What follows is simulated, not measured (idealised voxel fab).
Proc. module: voxel fin reveal
Cross-section cut: width 185 nm, square cells of 5 nm.
Just so we're on the same page, the cross-sections are grids of square cells, and they're listed out in bands top to bottom, each band one or more rows deep. Look at the band entry: it leads with the top's height and the bottom's height in nm. Then it lists the materials left to right, with a width in nm for each. The word "everywhere" on a single material says that material fills the band edge to edge. The word "air" is empty space. Heights are expressed relative to 0, this being the level below which the as-received wafer comprises one material exclusively. The lowest band is unbounded in the downward direction and is denoted as in "0 down". Think of "30..40" as a width that walks from the first number to the second as you go down the band, top row to bottom row, taking equal-sized steps from row to row. You'll sometimes find "nothing was modified" written for a step, and that's the way of saying that nowhere in the cross-section did a cell change during that step. Each empty space that has no open way to the top and spans at least 8 cells appears under "Voids lacking openings" as width x height at distance, the distance counted from the left edge, all in nm. The remark found on a step's line after its settings is issued by the simulator itself and pertains to that step. overlay nm: step with mask; distance mask lay right of planned place; negative value = left of planned place.
Steps planned for the process:
| 1 | RECEIVE [material Si] |
| 2 | CONFORMAL_DEP [material SiN] [thk nm 10] |
| 3 | PATTERN [tone cover] [mask id FINS] [material resist] [width nm 15] [pitch nm 40] [thk nm 20] [overlay nm 0] |
| 4 | DIRECTIONAL_ETCH [etch materials SiN] [depth nm 10] |
| 5 | DIRECTIONAL_ETCH [etch materials Si] [depth nm 35] |
| 6 | STRIP [etch materials resist] |
| 7 | OXIDIZE [depth nm 5] |
| 8 | FILL_DEP [material SiO2] [thk nm 10] |
| 9 | CMP [height nm 10] |
| 10 | SELECTIVE_ETCH [etch materials SiO2] [depth nm 30] |
| 11 | STRIP [etch materials SiN] |
| 12 | CONFORMAL_DEP [material HfO2] [thk nm 5] |
Here's what the wafer looked like in cross-section when it arrived - that's after step 1:
  0 down | Si everywhere
  Voids lacking openings: none
Final cross-section, module run with one mistake (start and plan as above):
  0 to -20 | 70 of air, then 5 of Si, then 35 of air, then 5 of Si, then 70 of air
  -20 to -40 | 70 of SiO2, then 5 of Si, then 35 of SiO2, then 5 of Si, then 70 of SiO2
  -40 down | Si everywhere
  Voids lacking openings: none
Want to know what went wrong? plan step 12 never ran because it was skipped
